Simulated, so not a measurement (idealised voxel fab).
process module | voxel plated lines
cross-section cut | 285 nm wide | cells 5 nm
A cross-section is a grid of square cells, given in bands from the top down. A band is one or more rows of cells.
Each band's line starts with the height of the band's top and of its bottom, in nm. Then come its materials from left to right, each with its width in nm. One material with "throughout" fills the band from edge to edge. "air" is empty space.
Height 0 is the level under which the wafer as received is all one material. The lowest band goes on downwards, as in "0 down".
A width such as "30 to 40" changes by the same amount from each row of cells to the next, from the band's top row to its bottom row.
"no change" after a step means that no cell of the cross-section changed.
closed voids: empty space of 8 cells or more with no open way to the top, each as width x height at its distance from the left edge, in nm
after a step's settings: what the simulator itself notes on the step
overlay nm, on a step with a mask: how far to the right of its planned place the mask lay; to the left if negative
plan
1 op RECEIVE | material Si
2 op CONFORMAL_DEP | material Al2O3 | thk nm 5
3 op DIRECTIONAL_DEP | material TiN | thk nm 5
4 op PATTERN | tone open | mask id LINES | material resist | width nm 25 | pitch nm 55 | thk nm 25 | overlay nm 0
5 op EPI | material Ru | thk nm 10
6 op EPI | material Ru | thk nm 10
7 op STRIP | etch materials resist
8 op DIRECTIONAL_ETCH | etch materials TiN | depth nm 5
9 op CONFORMAL_DEP | material SiCN | thk nm 10
first wafer, as planned
as received, after step 1
  0 down: Si throughout
  closed voids: none
after step 2
  5 to 0: Al2O3 throughout
  below 0: unchanged
after step 3
  10 to 5: TiN throughout
  below 5: unchanged
after step 4
  35 to 10: resist 100 | air 25 | resist 30 | air 25 | resist 105
  below 10: unchanged
after step 5
  35 to 20: resist 100 | air 25 | resist 30 | air 25 | resist 105
  20 to 10: resist 100 | Ru 25 | resist 30 | Ru 25 | resist 105
  below 10: unchanged
after step 6
  35 to 30: resist 100 | air 25 | resist 30 | air 25 | resist 105
  30 to 10: resist 100 | Ru 25 | resist 30 | Ru 25 | resist 105
  below 10: unchanged
after step 7
  30 to 10: air 100 | Ru 25 | air 30 | Ru 25 | air 105
  below 10: unchanged
after step 8
  30 to 10: air 100 | Ru 25 | air 30 | Ru 25 | air 105
  10 to 5: air 100 | TiN 25 | air 30 | TiN 25 | air 105
  below 5: unchanged
after step 9
  40 to 30: air 90 | SiCN 45 | air 10 | SiCN 45 | air 95
  30 to 15: air 90 | SiCN 10 | Ru 25 | SiCN 10 | air 10 | SiCN 10 | Ru 25 | SiCN 10 | air 95
  15 to 10: SiCN 100 | Ru 25 | SiCN 30 | Ru 25 | SiCN 105
  10 to 5: SiCN 100 | TiN 25 | SiCN 30 | TiN 25 | SiCN 105
  below 5: unchanged
second wafer: like start, like plan, one mistake. Through step 3 it matches the first wafer
when step 4 should have ended
  20 to 10: Ru throughout
  below 10: unchanged
when step 5 should have ended
  45 to 20: resist 100 | air 25 | resist 30 | air 25 | resist 105
  below 20: unchanged
when step 6 should have ended
  45 to 30: resist 100 | air 25 | resist 30 | air 25 | resist 105
  30 to 20: resist 100 | Ru 25 | resist 30 | Ru 25 | resist 105
  below 20: unchanged
when step 7 should have ended
  30 to 20: air 100 | Ru 25 | air 30 | Ru 25 | air 105
  below 20: unchanged
when step 8 should have ended: no change
when step 9 should have ended
  40 to 30: air 90 | SiCN 45 | air 10 | SiCN 45 | air 95
  30 to 20: SiCN 100 | Ru 25 | SiCN 30 | Ru 25 | SiCN 105
  below 20: unchanged
what went wrong: steps 4 and 5 were swapped
at the end the second wafer has, in cells: 94 more of Ru | 24 fewer of SiCN | 47 more of TiN
